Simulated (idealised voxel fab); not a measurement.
process module | voxel self aligned contacts
cross-section cut | 225 nm wide | cells 5 nm
A cross-section is a grid of square cells, given in bands from the top down. A band is one or more rows of cells.
Each band's line starts with the height of the band's top and of its bottom, in nm. Then come its materials from left to right, each with its width in nm. One material with "throughout" fills the band from edge to edge. "air" is empty space.
Height 0 is the level under which the wafer as received is all one material. The lowest band goes on downwards, as in "0 down".
A width such as "30 to 40" changes by the same amount from each row of cells to the next, from the band's top row to its bottom row.
"no change" after a step means that no cell of the cross-section changed.
closed voids: empty space of 8 cells or more with no open way to the top, each as width x height at its distance from the left edge, in nm
after a step's settings: what the simulator itself notes on the step
overlay nm, on a step with a mask: how far to the right of its planned place the mask lay; to the left if negative
plan
1 op RECEIVE | material Si
2 op OXIDIZE | depth nm 5
3 op DIRECTIONAL_DEP | material polySi | thk nm 30
4 op DIRECTIONAL_DEP | material SiN | thk nm 20
5 op PATTERN | tone cover | mask id GATE | material resist | width nm 35 | pitch nm 70 | thk nm 20 | overlay nm 0
6 op DIRECTIONAL_ETCH | etch materials SiN | depth nm 20
7 op DIRECTIONAL_ETCH | etch materials polySi | depth nm 30
8 op STRIP | etch materials resist
9 op CONFORMAL_DEP | material SiN | thk nm 5
10 op DIRECTIONAL_ETCH | etch materials SiN | depth nm 5
11 op FILL_DEP | material SiO2 | thk nm 20
12 op CMP | height nm 60
13 op DIRECTIONAL_DEP | material aC | thk nm 10
14 op PATTERN | tone open | mask id CONTACT | material resist | width nm 55 | pitch nm 70 | thk nm 25 | overlay nm -15
15 op DIRECTIONAL_ETCH | etch materials aC | depth nm 10
16 op STRIP | etch materials resist
17 op DIRECTIONAL_ETCH | etch materials SiO2 | depth nm 65
18 op STRIP | etch materials aC
19 op CONFORMAL_DEP | material TiN | thk nm 5
20 op FILL_DEP | material W | thk nm 5
21 op CMP | height nm 60
22 op CONFORMAL_DEP | material SiN | thk nm 5
varied across the wafers: overlay nm of step 14. The plan shows the first wafer's value. All wafers start alike
first wafer as received, after step 1
  0 down: Si throughout
  closed voids: none
first wafer at the end, after step 22
  65 to 60: SiN throughout
  60 to 50: SiO2 35 | TiN 5 to 35 | W 45 to 15 | TiN 5 | SiO2 15 | TiN 5 to 35 | W 45 to 15 | TiN 5 | SiO2 65
  50 to 30: SiO2 20 | SiN 45 | TiN 5 | W 15 | TiN 5 | SiN 45 | TiN 5 | W 15 | TiN 5 | SiN 45 | SiO2 20
  30 to 0: SiO2 20 | SiN 5 | polySi 35 | SiN 5 | TiN 5 | W 15 | TiN 5 | SiN 5 | polySi 35 | SiN 5 | TiN 5 | W 15 | TiN 5 | SiN 5 | polySi 35 | SiN 5 | SiO2 20
  0 to -5: SiO2 65 | TiN 25 | SiO2 45 | TiN 25 | SiO2 65
  -5 down: Si throughout
  closed voids: none
last wafer at the end
  65 to 60: SiN throughout
  60 to 50: SiO2 65 | TiN 5 | W 45 to 15 | TiN 5 to 35 | SiO2 15 | TiN 5 | W 45 to 15 | TiN 5 to 35 | SiO2 35
  50 to 30: SiO2 20 | SiN 45 | TiN 5 | W 15 | TiN 5 | SiN 45 | TiN 5 | W 15 | TiN 5 | SiN 45 | SiO2 20
  30 to 0: SiO2 20 | SiN 5 | polySi 35 | SiN 5 | TiN 5 | W 15 | TiN 5 | SiN 5 | polySi 35 | SiN 5 | TiN 5 | W 15 | TiN 5 | SiN 5 | polySi 35 | SiN 5 | SiO2 20
  0 to -5: SiO2 65 | TiN 25 | SiO2 45 | TiN 25 | SiO2 65
  -5 down: Si throughout
  closed voids: none
each wafer at the end: cells of each material gained (+) or lost (-) since it was received, then its closed voids
overlay nm -15 | -45 Si | +189 SiN | +161 SiO2 | +70 TiN | +84 W | +126 polySi | closed voids: none
overlay nm -10 | -45 Si | +189 SiN | +161 SiO2 | +70 TiN | +84 W | +126 polySi | closed voids: none
overlay nm -5 | -45 Si | +189 SiN | +161 SiO2 | +70 TiN | +84 W | +126 polySi | closed voids: none
overlay nm 0 | -45 Si | +189 SiN | +161 SiO2 | +70 TiN | +84 W | +126 polySi | closed voids: none
overlay nm 5 | -45 Si | +189 SiN | +161 SiO2 | +70 TiN | +84 W | +126 polySi | closed voids: none
overlay nm 10 | -45 Si | +189 SiN | +161 SiO2 | +70 TiN | +84 W | +126 polySi | closed voids: none
overlay nm 15 | -45 Si | +189 SiN | +161 SiO2 | +70 TiN | +84 W | +126 polySi | closed voids: none
